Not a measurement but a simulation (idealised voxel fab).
Process module under the name voxel fin reveal
The cross-section on display is named cut; it measures 160 nm wide, and its cells are 5 nm squares.
Square cells in a grid make up a cross-section in this document, and the grid is given as bands, listed from the top down, each one or more rows of cells. The entry gives the band's vertical extent as a top height and a bottom height in nm, then its horizontal make-up as materials from left to right, each with a width in nm. "empty" stands for empty space; a single material marked "edge to edge" fills the band edge to edge. Note: height 0 marks the level under which the wafer is uniformly one material as received. Lowest band unbounded below, written "0 nm and below". So if you see something like "30->40" for the width, read it as the top row of the band sitting at the first number and the bottom row at the second, with every row in between moving by the same amount as the last. "stayed the same" (step): cross-section cells unchanged, all of them. Fully closed voids: empty space of 8 cells or more with no open way to the top, each as width x height at its distance from the left edge, in nm. It should be noted that, on the line of a given step, the content following the step's settings is a remark produced by the simulator itself with respect to that step. "overlay nm", when on a step's line for a step with a mask, measures how far to the right of its planned place the mask lay; a negative measure means to the left.

### Process steps (planned)
1: RECEIVE, material Si
2: CONFORMAL_DEP, material SiN, thk nm 5
3: PATTERN, tone cover, mask id FINS, material resist, width nm 15, pitch nm 35, thk nm 20, overlay nm 0
4: DIRECTIONAL_ETCH, etch materials SiN, depth nm 5
5: DIRECTIONAL_ETCH, etch materials Si, depth nm 40
6: STRIP, etch materials resist
7: FILL_DEP, material SiO2, thk nm 15
8: CMP, height nm 5
9: SELECTIVE_ETCH, etch materials SiO2, depth nm 35
10: STRIP, etch materials SiN

### The following pertains to the first of two wafers, which was processed as planned

### Delivered wafer in cross-section: state after step 1
  0 nm and below  Si edge to edge
  Fully closed voids: none

### The following cross-section depicts the wafer upon completion of step 2
  5 nm to 0 nm  SiN edge to edge
  Rest of section, below 0: as before.

### The following cross-section depicts the wafer upon completion of step 3
  25 nm to 5 nm  empty=35  resist=15  empty=20  resist=15  empty=20  resist=15  empty=40
  Rest of section, below 5: as before.

### The following cross-section depicts the wafer upon completion of step 4
  25 nm to 5 nm  empty=35  resist=15  empty=20  resist=15  empty=20  resist=15  empty=40
  5 nm to 0 nm  empty=35  SiN=15  empty=20  SiN=15  empty=20  SiN=15  empty=40
  Rest of section, below 0: as before.

### The following cross-section depicts the wafer upon completion of step 5
  25 nm to 5 nm  empty=35  resist=15  empty=20  resist=15  empty=20  resist=15  empty=40
  5 nm to 0 nm  empty=35  SiN=15  empty=20  SiN=15  empty=20  SiN=15  empty=40
  0 nm to -40 nm  empty=35  Si=15  empty=20  Si=15  empty=20  Si=15  empty=40
  Rest of section, below -40: as before.

### The following cross-section depicts the wafer upon completion of step 6
  5 nm to 0 nm  empty=35  SiN=15  empty=20  SiN=15  empty=20  SiN=15  empty=40
  Rest of section, below 0: as before.

### The following cross-section depicts the wafer upon completion of step 7
  20 nm to 5 nm  SiO2 edge to edge
  5 nm to 0 nm  SiO2=35  SiN=15  SiO2=20  SiN=15  SiO2=20  SiN=15  SiO2=40
  0 nm to -40 nm  SiO2=35  Si=15  SiO2=20  Si=15  SiO2=20  Si=15  SiO2=40
  Rest of section, below -40: as before.

### The following cross-section depicts the wafer upon completion of step 8
  5 nm to 0 nm  SiO2=35  SiN=15  SiO2=20  SiN=15  SiO2=20  SiN=15  SiO2=40
  Rest of section, below 0: as before.

### The following cross-section depicts the wafer upon completion of step 9
  5 nm to 0 nm  empty=35  SiN=15  empty=20  SiN=15  empty=20  SiN=15  empty=40
  0 nm to -30 nm  empty=35  Si=15  empty=20  Si=15  empty=20  Si=15  empty=40
  Rest of section, below -30: as before.

### The following cross-section depicts the wafer upon completion of step 10
  0 nm to -30 nm  empty=35  Si=15  empty=20  Si=15  empty=20  Si=15  empty=40
  Rest of section, below -30: as before.

### Wafer two of the pair: same origin, same plan, one error during the run; identical to wafer one up to and including step 4

### Cross-sectional representation of the second wafer at the time designated in the plan for the completion of step 5
  25 nm to 5 nm  empty=35  resist=15  empty=20  resist=15  empty=20  resist=15  empty=40
  5 nm to 0 nm  empty=35  SiN=15  empty=20  SiN=15  empty=20  SiN=15  empty=40
  0 nm to -45 nm  empty=35  Si=15  empty=20  Si=15  empty=20  Si=15  empty=40
  Rest of section, below -45: as before.

### Cross-sectional representation of the second wafer at the time designated in the plan for the completion of step 6
  5 nm to 0 nm  empty=35  SiN=15  empty=20  SiN=15  empty=20  SiN=15  empty=40
  Rest of section, below 0: as before.

### Cross-sectional representation of the second wafer at the time designated in the plan for the completion of step 7
  20 nm to 5 nm  SiO2 edge to edge
  5 nm to 0 nm  SiO2=35  SiN=15  SiO2=20  SiN=15  SiO2=20  SiN=15  SiO2=40
  0 nm to -45 nm  SiO2=35  Si=15  SiO2=20  Si=15  SiO2=20  Si=15  SiO2=40
  Rest of section, below -45: as before.

### Cross-sectional representation of the second wafer at the time designated in the plan for the completion of step 8
  5 nm to 0 nm  SiO2=35  SiN=15  SiO2=20  SiN=15  SiO2=20  SiN=15  SiO2=40
  Rest of section, below 0: as before.

### Cross-sectional representation of the second wafer at the time designated in the plan for the completion of step 9
  5 nm to 0 nm  empty=35  SiN=15  empty=20  SiN=15  empty=20  SiN=15  empty=40
  0 nm to -30 nm  empty=35  Si=15  empty=20  Si=15  empty=20  Si=15  empty=40
  Rest of section, below -30: as before.

### Cross-sectional representation of the second wafer at the time designated in the plan for the completion of step 10
  0 nm to -30 nm  empty=35  Si=15  empty=20  Si=15  empty=20  Si=15  empty=40
  Rest of section, below -30: as before.
Want to know what went wrong? step 5 ran differently from the plan; actual operation with settings: DIRECTIONAL_ETCH, etch materials Si, depth nm 45
Upon completion, the second wafer contains, in terms of cells, a greater or smaller amount of certain materials than the first wafer: 23 fewer of Si | 23 more of SiO2
